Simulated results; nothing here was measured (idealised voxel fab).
process module | voxel capacitor over wiring
cross-section cut | 270 nm wide | cells 5 nm
A cross-section is a grid of square cells, given in bands from the top down. A band is one or more rows of cells.
Each band's line starts with the height of the band's top and of its bottom, in nm. Then come its materials from left to right, each with its width in nm. One material with "throughout" fills the band from edge to edge. "air" is empty space.
Height 0 is the level under which the wafer as received is all one material. The lowest band goes on downwards, as in "0 down".
A width such as "30 to 40" changes by the same amount from each row of cells to the next, from the band's top row to its bottom row.
"no change" after a step means that no cell of the cross-section changed.
closed voids: empty space of 8 cells or more with no open way to the top, each as width x height at its distance from the left edge, in nm
after a step's settings: what the simulator itself notes on the step
overlay nm, on a step with a mask: how far to the right of its planned place the mask lay; to the left if negative
plan
1 op RECEIVE | material Si
2 op CONFORMAL_DEP | material SiO2 | thk nm 15
3 op CONFORMAL_DEP | material SiN | thk nm 5
4 op DIRECTIONAL_DEP | material SiO2 | thk nm 20
5 op DIRECTIONAL_DEP | material aC | thk nm 15
6 op PATTERN | tone open | mask id METAL_1 | material resist | width nm 30 | pitch nm 80 | thk nm 35 | overlay nm 0
7 op DIRECTIONAL_ETCH | etch materials aC | depth nm 15
8 op STRIP | etch materials resist
9 op DIRECTIONAL_ETCH | etch materials SiO2 | depth nm 20
10 op DIRECTIONAL_ETCH | etch materials SiN | depth nm 5
11 op STRIP | etch materials aC
12 op CONFORMAL_DEP | material TiN | thk nm 5
13 op FILL_DEP | material Cu | thk nm 5
14 op CMP | height nm 40
15 op CONFORMAL_DEP | material SiCN | thk nm 5
16 op DIRECTIONAL_DEP | material lowk | thk nm 20
17 op MASKED_ETCH | tone open | mask id PLUG_1 | width nm 15 | etch materials lowk | depth nm 20 | overlay nm 0
18 op MASKED_ETCH | tone open | mask id PLUG_1 | width nm 15 | etch materials SiCN | depth nm 5 | overlay nm 0
19 op CONFORMAL_DEP | material TiN | thk nm 5
20 op FILL_DEP | material Cu | thk nm 5
21 op CMP | height nm 65
22 op DIRECTIONAL_DEP | material TiN | thk nm 10
23 op DIRECTIONAL_DEP | material HfO2 | thk nm 5
24 op DIRECTIONAL_DEP | material TiN | thk nm 5
25 op PATTERN | tone cover | mask id UPPER_PLATE | material resist | width nm 55 | thk nm 15 | overlay nm 0
26 op DIRECTIONAL_ETCH | etch materials TiN | depth nm 5
27 op DIRECTIONAL_ETCH | etch materials HfO2 | depth nm 5
28 op STRIP | etch materials resist
29 op DIRECTIONAL_DEP | material aC | thk nm 10
30 op PATTERN | tone cover | mask id LOWER_PLATE | material resist | width nm 65 | thk nm 25 | overlay nm 0
31 op DIRECTIONAL_ETCH | etch materials aC | depth nm 10
32 op STRIP | etch materials resist
33 op DIRECTIONAL_ETCH | etch materials TiN | depth nm 10
34 op STRIP | etch materials aC
35 op FILL_DEP | material SiO2 | thk nm 15
36 op CMP | height nm 95
37 op DIRECTIONAL_DEP | material aC | thk nm 10
38 op PATTERN | tone open | mask id PLUG_2 | material resist | width nm 15 | thk nm 30 | overlay nm 0
39 op DIRECTIONAL_ETCH | etch materials aC | depth nm 10
40 op STRIP | etch materials resist
41 op DIRECTIONAL_ETCH | etch materials SiO2 | depth nm 10
42 op STRIP | etch materials aC
43 op CONFORMAL_DEP | material TiN | thk nm 5
44 op FILL_DEP | material Ru | thk nm 5
45 op CMP | height nm 95
46 op CONFORMAL_DEP | material SiN | thk nm 5
first wafer, as planned
as received, after step 1
  0 down: Si throughout
  closed voids: none
after step 2
  15 to 0: SiO2 throughout
  below 0: unchanged
after step 3
  20 to 15: SiN throughout
  below 15: unchanged
after step 4
  40 to 20: SiO2 throughout
  below 20: unchanged
after step 5
  55 to 40: aC throughout
  below 40: unchanged
after step 6
  90 to 55: resist 80 | air 30 | resist 50 | air 30 | resist 80
  below 55: unchanged
after step 7
  75 to 55: resist 80 | air 30 | resist 50 | air 30 | resist 80
  55 to 40: aC 80 | air 30 | aC 50 | air 30 | aC 80
  below 40: unchanged
after step 8
  55 to 40: aC 80 | air 30 | aC 50 | air 30 | aC 80
  below 40: unchanged
after step 9
  55 to 40: aC 80 | air 30 | aC 50 | air 30 | aC 80
  40 to 20: SiO2 80 | air 30 | SiO2 50 | air 30 | SiO2 80
  below 20: unchanged
after step 10
  55 to 40: aC 80 | air 30 | aC 50 | air 30 | aC 80
  40 to 20: SiO2 80 | air 30 | SiO2 50 | air 30 | SiO2 80
  20 to 15: SiN 80 | air 30 | SiN 50 | air 30 | SiN 80
  below 15: unchanged
after step 11
  40 to 20: SiO2 80 | air 30 | SiO2 50 | air 30 | SiO2 80
  below 20: unchanged
after step 12
  45 to 40: TiN 85 | air 20 | TiN 60 | air 20 | TiN 85
  40 to 20: SiO2 80 | TiN 5 | air 20 | TiN 5 | SiO2 50 | TiN 5 | air 20 | TiN 5 | SiO2 80
  20 to 15: SiN 80 | TiN 30 | SiN 50 | TiN 30 | SiN 80
  below 15: unchanged
after step 13
  50 to 45: Cu throughout
  45 to 40: TiN 85 | Cu 20 | TiN 60 | Cu 20 | TiN 85
  40 to 20: SiO2 80 | TiN 5 | Cu 20 | TiN 5 | SiO2 50 | TiN 5 | Cu 20 | TiN 5 | SiO2 80
  below 20: unchanged
after step 14
  40 to 20: SiO2 80 | TiN 5 | Cu 20 | TiN 5 | SiO2 50 | TiN 5 | Cu 20 | TiN 5 | SiO2 80
  below 20: unchanged
after step 15
  45 to 40: SiCN throughout
  below 40: unchanged
after step 16
  65 to 45: lowk throughout
  below 45: unchanged
after step 17
  65 to 45: lowk 95 | air 15 | lowk 160
  below 45: unchanged
after step 18
  65 to 45: lowk 95 | air 15 | lowk 160
  45 to 40: SiCN 95 | air 15 | SiCN 160
  below 40: unchanged
after step 19
  70 to 65: TiN 100 | air 5 | TiN 165
  65 to 45: lowk 95 | TiN 5 | air 5 | TiN 5 | lowk 160
  45 to 40: SiCN 95 | TiN 15 | SiCN 160
  below 40: unchanged
after step 20
  75 to 70: Cu throughout
  70 to 65: TiN 100 | Cu 5 | TiN 165
  65 to 45: lowk 95 | TiN 5 | Cu 5 | TiN 5 | lowk 160
  below 45: unchanged
after step 21
  65 to 45: lowk 95 | TiN 5 | Cu 5 | TiN 5 | lowk 160
  below 45: unchanged
after step 22
  75 to 65: TiN throughout
  below 65: unchanged
after step 23
  80 to 75: HfO2 throughout
  below 75: unchanged
after step 24
  85 to 80: TiN throughout
  below 80: unchanged
after step 25
  100 to 85: air 95 | resist 55 | air 120
  below 85: unchanged
after step 26
  100 to 85: air 95 | resist 55 | air 120
  85 to 80: air 95 | TiN 55 | air 120
  below 80: unchanged
after step 27
  100 to 85: air 95 | resist 55 | air 120
  85 to 80: air 95 | TiN 55 | air 120
  80 to 75: air 95 | HfO2 55 | air 120
  below 75: unchanged
after step 28
  85 to 80: air 95 | TiN 55 | air 120
  below 80: unchanged
after step 29
  95 to 85: air 95 | aC 55 | air 120
  85 to 80: aC 95 | TiN 55 | aC 120
  80 to 75: aC 95 | HfO2 55 | aC 120
  below 75: unchanged
after step 30
  120 to 95: air 90 | resist 65 | air 115
  95 to 85: air 90 | resist 5 | aC 55 | resist 5 | air 115
  below 85: unchanged
after step 31
  110 to 95: air 90 | resist 65 | air 115
  95 to 85: air 90 | resist 5 | aC 55 | resist 5 | air 115
  85 to 80: air 90 | aC 5 | TiN 55 | aC 5 | air 115
  80 to 75: air 90 | aC 5 | HfO2 55 | aC 5 | air 115
  below 75: unchanged
after step 32
  95 to 85: air 95 | aC 55 | air 120
  below 85: unchanged
after step 33
  95 to 85: air 95 | aC 55 | air 120
  85 to 80: air 90 | aC 5 | TiN 55 | aC 5 | air 115
  80 to 75: air 90 | aC 5 | HfO2 55 | aC 5 | air 115
  75 to 65: air 90 | TiN 65 | air 115
  below 65: unchanged
after step 34
  85 to 80: air 95 | TiN 55 | air 120
  80 to 75: air 95 | HfO2 55 | air 120
  below 75: unchanged
after step 35
  100 to 85: SiO2 throughout
  85 to 80: SiO2 95 | TiN 55 | SiO2 120
  80 to 75: SiO2 95 | HfO2 55 | SiO2 120
  75 to 65: SiO2 90 | TiN 65 | SiO2 115
  below 65: unchanged
after step 36
  95 to 85: SiO2 throughout
  below 85: unchanged
after step 37
  105 to 95: aC throughout
  below 95: unchanged
after step 38
  135 to 105: resist 105 | air 15 | resist 150
  below 105: unchanged
after step 39
  125 to 105: resist 105 | air 15 | resist 150
  105 to 95: aC 105 | air 15 | aC 150
  below 95: unchanged
after step 40
  105 to 95: aC 105 | air 15 | aC 150
  below 95: unchanged
after step 41
  105 to 95: aC 105 | air 15 | aC 150
  95 to 85: SiO2 105 | air 15 | SiO2 150
  below 85: unchanged
after step 42
  95 to 85: SiO2 105 | air 15 | SiO2 150
  below 85: unchanged
after step 43
  100 to 95: TiN 110 | air 5 | TiN 155
  95 to 90: SiO2 105 | TiN 5 | air 5 | TiN 5 | SiO2 150
  90 to 80: SiO2 105 to 95 | TiN 15 to 55 | SiO2 150 to 120
  below 80: unchanged
after step 44
  105 to 100: Ru throughout
  100 to 95: TiN 110 | Ru 5 | TiN 155
  95 to 90: SiO2 105 | TiN 5 | Ru 5 | TiN 5 | SiO2 150
  below 90: unchanged
after step 45
  95 to 90: SiO2 105 | TiN 5 | Ru 5 | TiN 5 | SiO2 150
  below 90: unchanged
after step 46
  100 to 95: SiN throughout
  below 95: unchanged
second wafer: like start, like plan, one mistake. Through step 16 it matches the first wafer
when step 17 should have ended
  65 to 45: air 95 | lowk 15 | air 160
  below 45: unchanged
when step 18 should have ended: no change
when step 19 should have ended
  70 to 65: air 90 | TiN 25 | air 155
  65 to 50: air 90 | TiN 5 | lowk 15 | TiN 5 | air 155
  50 to 45: TiN 95 | lowk 15 | TiN 160
  below 45: unchanged
when step 20 should have ended
  75 to 70: Cu throughout
  70 to 65: Cu 90 | TiN 25 | Cu 155
  65 to 50: Cu 90 | TiN 5 | lowk 15 | TiN 5 | Cu 155
  below 50: unchanged
when step 21 should have ended
  65 to 50: Cu 90 | TiN 5 | lowk 15 | TiN 5 | Cu 155
  below 50: unchanged
when step 22 should have ended
  75 to 65: TiN throughout
  below 65: unchanged
when step 23 should have ended
  80 to 75: HfO2 throughout
  below 75: unchanged
when step 24 should have ended
  85 to 80: TiN throughout
  below 80: unchanged
when step 25 should have ended
  100 to 85: air 95 | resist 55 | air 120
  below 85: unchanged
when step 26 should have ended
  100 to 85: air 95 | resist 55 | air 120
  85 to 80: air 95 | TiN 55 | air 120
  below 80: unchanged
when step 27 should have ended
  100 to 85: air 95 | resist 55 | air 120
  85 to 80: air 95 | TiN 55 | air 120
  80 to 75: air 95 | HfO2 55 | air 120
  below 75: unchanged
when step 28 should have ended
  85 to 80: air 95 | TiN 55 | air 120
  below 80: unchanged
when step 29 should have ended
  95 to 85: air 95 | aC 55 | air 120
  85 to 80: aC 95 | TiN 55 | aC 120
  80 to 75: aC 95 | HfO2 55 | aC 120
  below 75: unchanged
when step 30 should have ended
  120 to 95: air 90 | resist 65 | air 115
  95 to 85: air 90 | resist 5 | aC 55 | resist 5 | air 115
  below 85: unchanged
when step 31 should have ended
  110 to 95: air 90 | resist 65 | air 115
  95 to 85: air 90 | resist 5 | aC 55 | resist 5 | air 115
  85 to 80: air 90 | aC 5 | TiN 55 | aC 5 | air 115
  80 to 75: air 90 | aC 5 | HfO2 55 | aC 5 | air 115
  below 75: unchanged
when step 32 should have ended
  95 to 85: air 95 | aC 55 | air 120
  below 85: unchanged
when step 33 should have ended
  95 to 85: air 95 | aC 55 | air 120
  85 to 80: air 90 | aC 5 | TiN 55 | aC 5 | air 115
  80 to 75: air 90 | aC 5 | HfO2 55 | aC 5 | air 115
  75 to 65: air 90 | TiN 65 | air 115
  below 65: unchanged
when step 34 should have ended
  85 to 80: air 95 | TiN 55 | air 120
  80 to 75: air 95 | HfO2 55 | air 120
  below 75: unchanged
when step 35 should have ended
  100 to 85: SiO2 throughout
  85 to 80: SiO2 95 | TiN 55 | SiO2 120
  80 to 75: SiO2 95 | HfO2 55 | SiO2 120
  75 to 65: SiO2 90 | TiN 65 | SiO2 115
  below 65: unchanged
when step 36 should have ended
  95 to 85: SiO2 throughout
  below 85: unchanged
when step 37 should have ended
  105 to 95: aC throughout
  below 95: unchanged
when step 38 should have ended
  135 to 105: resist 105 | air 15 | resist 150
  below 105: unchanged
when step 39 should have ended
  125 to 105: resist 105 | air 15 | resist 150
  105 to 95: aC 105 | air 15 | aC 150
  below 95: unchanged
when step 40 should have ended
  105 to 95: aC 105 | air 15 | aC 150
  below 95: unchanged
when step 41 should have ended
  105 to 95: aC 105 | air 15 | aC 150
  95 to 85: SiO2 105 | air 15 | SiO2 150
  below 85: unchanged
when step 42 should have ended
  95 to 85: SiO2 105 | air 15 | SiO2 150
  below 85: unchanged
when step 43 should have ended
  100 to 95: TiN 110 | air 5 | TiN 155
  95 to 90: SiO2 105 | TiN 5 | air 5 | TiN 5 | SiO2 150
  90 to 80: SiO2 105 to 95 | TiN 15 to 55 | SiO2 150 to 120
  below 80: unchanged
when step 44 should have ended
  105 to 100: Ru throughout
  100 to 95: TiN 110 | Ru 5 | TiN 155
  95 to 90: SiO2 105 | TiN 5 | Ru 5 | TiN 5 | SiO2 150
  below 90: unchanged
when step 45 should have ended
  95 to 90: SiO2 105 | TiN 5 | Ru 5 | TiN 5 | SiO2 150
  below 90: unchanged
when step 46 should have ended
  100 to 95: SiN throughout
  below 95: unchanged
what went wrong: step 17 ran as: op MASKED_ETCH | tone cover | mask id PLUG_1 | width nm 15 | etch materials lowk | depth nm 20 | overlay nm 0
at the end the second wafer has, in cells: 143 more of Cu | 3 more of SiCN | 46 more of TiN | 192 fewer of lowk
